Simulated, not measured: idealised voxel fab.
Name of the process module below: voxel wiring stack
The cross-section shown here is cut; it is 285 nm wide and divided into square cells measuring 5 nm on a side.
Cross-section spec: square-cell grid; bands listed top down; each band is one or more rows. What a band's entry tells you: where the top is and where the bottom is, as heights in nm, and after that what lies inside, material by material from left to right, each with its width in nm. Empty space is written as the word "blank", and a single material marked with the word "everywhere" occupies the band from edge to edge. Height reference: 0 = level under which incoming wafer is all one material. Lowest band: no bottom, runs on downward, e.g. "top 0, no bottom". Note: "30..40" means the width goes from the first number (top row of the band) to the second number (bottom row) in equal steps per row of cells. A step reported as "identical to before" is a step in which no cell of the cross-section changed. For the entry "Internal closed voids", the listed items are empty spaces with no open way to the top whose size is 8 cells or more; each item follows the pattern width x height at distance, where distance is from the left edge and all three are in nm. Formally, on a step line, whatever follows the settings is a remark that the simulator itself makes on the step. You can add "overlay nm" to a step's line. For a step with a mask, it describes how far the mask lay to the right of its planned position, and a negative number describes a lay to the left.
[Process steps - plan]
1 RECEIVE | material Si
2 CONFORMAL_DEP | material SiO2 | thk nm 15
3 DIRECTIONAL_DEP | material TiN | thk nm 5
4 DIRECTIONAL_DEP | material Ru | thk nm 15
5 PATTERN | tone cover | mask id METAL_1 | material resist | width nm 25 | pitch nm 40 | thk nm 20 | overlay nm 0
6 DIRECTIONAL_ETCH | etch materials Ru | depth nm 15
7 DIRECTIONAL_ETCH | etch materials TiN | depth nm 5
8 STRIP | etch materials resist
9 CONFORMAL_DEP | material SiCN | thk nm 5
10 FILL_DEP | material SiO2 | thk nm 10
11 CMP | height nm 35
12 CONFORMAL_DEP | material SiCN | thk nm 5
13 DIRECTIONAL_DEP | material SiO2 | thk nm 25
14 PATTERN | tone open | mask id METAL_2_HOLES | material resist | width nm 15 | pitch nm 40 | thk nm 20 | overlay nm 0
15 DIRECTIONAL_ETCH | etch materials SiO2 | depth nm 25
16 STRIP | etch materials resist
17 DIRECTIONAL_DEP | material aC | thk nm 10
18 PATTERN | tone open | mask id METAL_2 | material resist | width nm 25 | pitch nm 40 | thk nm 25 | overlay nm 0
19 DIRECTIONAL_ETCH | etch materials aC | depth nm 10
20 STRIP | etch materials resist
21 DIRECTIONAL_ETCH | etch materials SiO2 | depth nm 15
22 DIRECTIONAL_ETCH | etch materials SiCN | depth nm 5
23 STRIP | etch materials aC
24 CONFORMAL_DEP | material TiN | thk nm 5
25 FILL_DEP | material Ru | thk nm 10
26 CMP | height nm 65
27 CONFORMAL_DEP | material SiN | thk nm 5
[Cross-section, incoming material, after step 1]
	top 0, no bottom | Si everywhere
	Internal closed voids: none
[Cross-sectional result after module completion. Note: starting condition and plan are unchanged from above; one processing mistake was made]
	top 65, bottom 60 | SiN everywhere
	top 60, bottom 50 | SiO2 90  TiN 5  Ru 15..5  TiN 5..15  SiO2 15  TiN 5  Ru 15..5  TiN 5..15  SiO2 15  TiN 5  Ru 15..5  TiN 5..15  SiO2 90
	top 50, bottom 40 | SiO2 90  TiN 5  Ru 5  TiN 5  SiO2 25  TiN 5  Ru 5  TiN 5  SiO2 25  TiN 5  Ru 5  TiN 5  SiO2 100
	top 40, bottom 35 | SiCN 90  TiN 15  SiCN 25  TiN 15  SiCN 25  TiN 15  SiCN 100
	top 35, bottom 20 | SiO2 85  SiCN 5  Ru 25  SiCN 5  SiO2 5  SiCN 5  Ru 25  SiCN 5  SiO2 5  SiCN 5  Ru 25  SiCN 5  SiO2 85
	top 20, bottom 15 | SiCN 90  TiN 25  SiCN 15  TiN 25  SiCN 15  TiN 25  SiCN 90
	top 15, bottom 0 | SiO2 everywhere
	top 0, no bottom | Si everywhere
	Internal closed voids: none
The mistake made against the process plan was this: contrary to plan, step 26 was performed as CMP | height nm 60
